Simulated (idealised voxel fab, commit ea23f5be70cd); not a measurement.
This section sets out a process module, namely voxel self aligned vias.
Xsec cut, 210 nm wide, square cell size 5 nm.
Cross-sections here: square-cell grids, written as top-down lists of bands, a band being one or more rows of cells.
This entry defines a band. It first specifies the height of the band's top and the height of its bottom in nm, and then specifies the band's materials from left to right, stating each material with its width in nm. The word "everywhere" identifies a single material that fills the band from edge to edge, while the word "empty" identifies empty space.
Below 0: as-received wafer, all one material; heights counted from there. Lowest band: no bottom, goes on down, written "0 down".
A two-number width, for instance "30 to 40", indicates that the width is equal to the first number in the top row of the band and to the second number in the bottom row, and that it changes by a constant amount per row of cells.
For the purposes of this document, the phrase "no modification" attached to a step denotes that no cell within the cross-section was modified by that step.
Closed empty spaces (no open way to the top) of 8 cells or more are what "Sealed internal cavities" lists, each as width x height at distance from the left edge, nm for all three.
after a step's settings: what the simulator itself notes on the step
"overlay nm", when on a step's line for a step with a mask, measures how far to the right of its planned place the mask lay; a negative measure means to the left.

-- Planned step list for the process
| 1 | RECEIVE (material Si) |
| 2 | CONFORMAL_DEP (material SiO2; thk nm 15) |
| 3 | CONFORMAL_DEP (material SiCN; thk nm 5) |
| 4 | DIRECTIONAL_DEP (material SiO2; thk nm 30) |
| 5 | DIRECTIONAL_DEP (material aC; thk nm 15) |
| 6 | PATTERN (tone open; mask id LINES; material resist; width nm 30; pitch nm 65; thk nm 30; overlay nm 0) |
| 7 | DIRECTIONAL_ETCH (etch materials aC; depth nm 15) |
| 8 | STRIP (etch materials resist) |
| 9 | DIRECTIONAL_ETCH (etch materials SiO2; depth nm 30) |
| 10 | STRIP (etch materials aC) |
| 11 | CONFORMAL_DEP (material TiN; thk nm 5) |
| 12 | FILL_DEP (material W; thk nm 10) |
| 13 | CMP (height nm 50) |
| 14 | SELECTIVE_ETCH (etch materials W Ru TiN; depth nm 5) |
| 15 | FILL_DEP (material SiN; thk nm 10) |
| 16 | CMP (height nm 50) |
| 17 | DIRECTIONAL_DEP (material SiO2; thk nm 20) |
| 18 | PATTERN (tone open; mask id VIAS; material resist; width nm 40; thk nm 15; overlay nm 0) |
| 19 | DIRECTIONAL_ETCH (etch materials SiO2; depth nm 20) |
| 20 | DIRECTIONAL_ETCH (etch materials SiN; depth nm 5) |
| 21 | STRIP (etch materials resist) |
| 22 | CONFORMAL_DEP (material TiN; thk nm 5) |
| 23 | FILL_DEP (material Ru; thk nm 10) |
| 24 | CMP (height nm 70) |
| 25 | CONFORMAL_DEP (material SiN; thk nm 5) |

-- Below: the first of two wafers, run as planned

-- Incoming wafer, cross-sectional view, post step 1
- 0 down: Si everywhere
- Sealed internal cavities: none

-- How the wafer stands in section after step 2
- 15 to 0: SiO2 everywhere
- At heights below 0, the structure remains unaltered.

-- How the wafer stands in section after step 3
- 20 to 15: SiCN everywhere
- At heights below 15, the structure remains unaltered.

-- How the wafer stands in section after step 4
- 50 to 20: SiO2 everywhere
- At heights below 20, the structure remains unaltered.

-- How the wafer stands in section after step 5
- 65 to 50: aC everywhere
- At heights below 50, the structure remains unaltered.

-- How the wafer stands in section after step 6
- 95 to 65: resist: 55, then empty: 30, then resist: 35, then empty: 30, then resist: 60
- At heights below 65, the structure remains unaltered.

-- How the wafer stands in section after step 7
- 80 to 65: resist: 55, then empty: 30, then resist: 35, then empty: 30, then resist: 60
- 65 to 50: aC: 55, then empty: 30, then aC: 35, then empty: 30, then aC: 60
- At heights below 50, the structure remains unaltered.

-- How the wafer stands in section after step 8
- 65 to 50: aC: 55, then empty: 30, then aC: 35, then empty: 30, then aC: 60
- At heights below 50, the structure remains unaltered.

-- How the wafer stands in section after step 9
- 65 to 50: aC: 55, then empty: 30, then aC: 35, then empty: 30, then aC: 60
- 50 to 20: SiO2: 55, then empty: 30, then SiO2: 35, then empty: 30, then SiO2: 60
- At heights below 20, the structure remains unaltered.

-- How the wafer stands in section after step 10
- 50 to 20: SiO2: 55, then empty: 30, then SiO2: 35, then empty: 30, then SiO2: 60
- At heights below 20, the structure remains unaltered.

-- How the wafer stands in section after step 11
- 55 to 50: TiN: 60, then empty: 20, then TiN: 45, then empty: 20, then TiN: 65
- 50 to 25: SiO2: 55, then TiN: 5, then empty: 20, then TiN: 5, then SiO2: 35, then TiN: 5, then empty: 20, then TiN: 5, then SiO2: 60
- 25 to 20: SiO2: 55, then TiN: 30, then SiO2: 35, then TiN: 30, then SiO2: 60
- At heights below 20, the structure remains unaltered.

-- How the wafer stands in section after step 12
- 65 to 55: W everywhere
- 55 to 50: TiN: 60, then W: 20, then TiN: 45, then W: 20, then TiN: 65
- 50 to 25: SiO2: 55, then TiN: 5, then W: 20, then TiN: 5, then SiO2: 35, then TiN: 5, then W: 20, then TiN: 5, then SiO2: 60
- At heights below 25, the structure remains unaltered.

-- How the wafer stands in section after step 13
- 50 to 25: SiO2: 55, then TiN: 5, then W: 20, then TiN: 5, then SiO2: 35, then TiN: 5, then W: 20, then TiN: 5, then SiO2: 60
- At heights below 25, the structure remains unaltered.

-- How the wafer stands in section after step 14
- 50 to 45: SiO2: 55, then empty: 30, then SiO2: 35, then empty: 30, then SiO2: 60
- At heights below 45, the structure remains unaltered.

-- How the wafer stands in section after step 15
- 60 to 50: SiN everywhere
- 50 to 45: SiO2: 55, then SiN: 30, then SiO2: 35, then SiN: 30, then SiO2: 60
- At heights below 45, the structure remains unaltered.

-- How the wafer stands in section after step 16
- 50 to 45: SiO2: 55, then SiN: 30, then SiO2: 35, then SiN: 30, then SiO2: 60
- At heights below 45, the structure remains unaltered.

-- How the wafer stands in section after step 17
- 70 to 50: SiO2 everywhere
- At heights below 50, the structure remains unaltered.

-- How the wafer stands in section after step 18
- 85 to 70: resist: 50, then empty: 40, then resist: 120
- At heights below 70, the structure remains unaltered.

-- How the wafer stands in section after step 19
- 85 to 70: resist: 50, then empty: 40, then resist: 120
- 70 to 50: SiO2: 50, then empty: 40, then SiO2: 120
- At heights below 50, the structure remains unaltered.

-- How the wafer stands in section after step 20
- 85 to 70: resist: 50, then empty: 40, then resist: 120
- 70 to 50: SiO2: 50, then empty: 40, then SiO2: 120
- 50 to 45: SiO2: 55, then empty: 30, then SiO2: 35, then SiN: 30, then SiO2: 60
- At heights below 45, the structure remains unaltered.

-- How the wafer stands in section after step 21
- 70 to 50: SiO2: 50, then empty: 40, then SiO2: 120
- At heights below 50, the structure remains unaltered.

-- How the wafer stands in section after step 22
- 75 to 70: TiN: 55, then empty: 30, then TiN: 125
- 70 to 55: SiO2: 50, then TiN: 5, then empty: 30, then TiN: 5, then SiO2: 120
- 55 to 50: SiO2: 50, then TiN: 10, then empty: 20, then TiN: 10, then SiO2: 120
- 50 to 45: SiO2: 55, then TiN: 30, then SiO2: 35, then SiN: 30, then SiO2: 60
- At heights below 45, the structure remains unaltered.

-- How the wafer stands in section after step 23
- 85 to 75: Ru everywhere
- 75 to 70: TiN: 55, then Ru: 30, then TiN: 125
- 70 to 55: SiO2: 50, then TiN: 5, then Ru: 30, then TiN: 5, then SiO2: 120
- 55 to 50: SiO2: 50, then TiN: 10, then Ru: 20, then TiN: 10, then SiO2: 120
- At heights below 50, the structure remains unaltered.

-- How the wafer stands in section after step 24
- 70 to 55: SiO2: 50, then TiN: 5, then Ru: 30, then TiN: 5, then SiO2: 120
- At heights below 55, the structure remains unaltered.

-- How the wafer stands in section after step 25
- 75 to 70: SiN everywhere
- At heights below 70, the structure remains unaltered.

-- The second wafer was prepared from the same starting point and under the same plan as the first; its processing contained one mistake, and it remains indistinguishable from the first wafer up to and including step 24

-- Cross-sectional view of the second wafer at the intended end time of process step 25
- 75 to 70: TiN everywhere
- At heights below 70, the structure remains unaltered.
what went wrong: the process deviated at step 25: the operation and settings actually run there were CONFORMAL_DEP (material TiN; thk nm 5)
Heads up, by the end the second wafer has more or fewer cells of some materials compared to the first: 42 fewer of SiN | 42 more of TiN
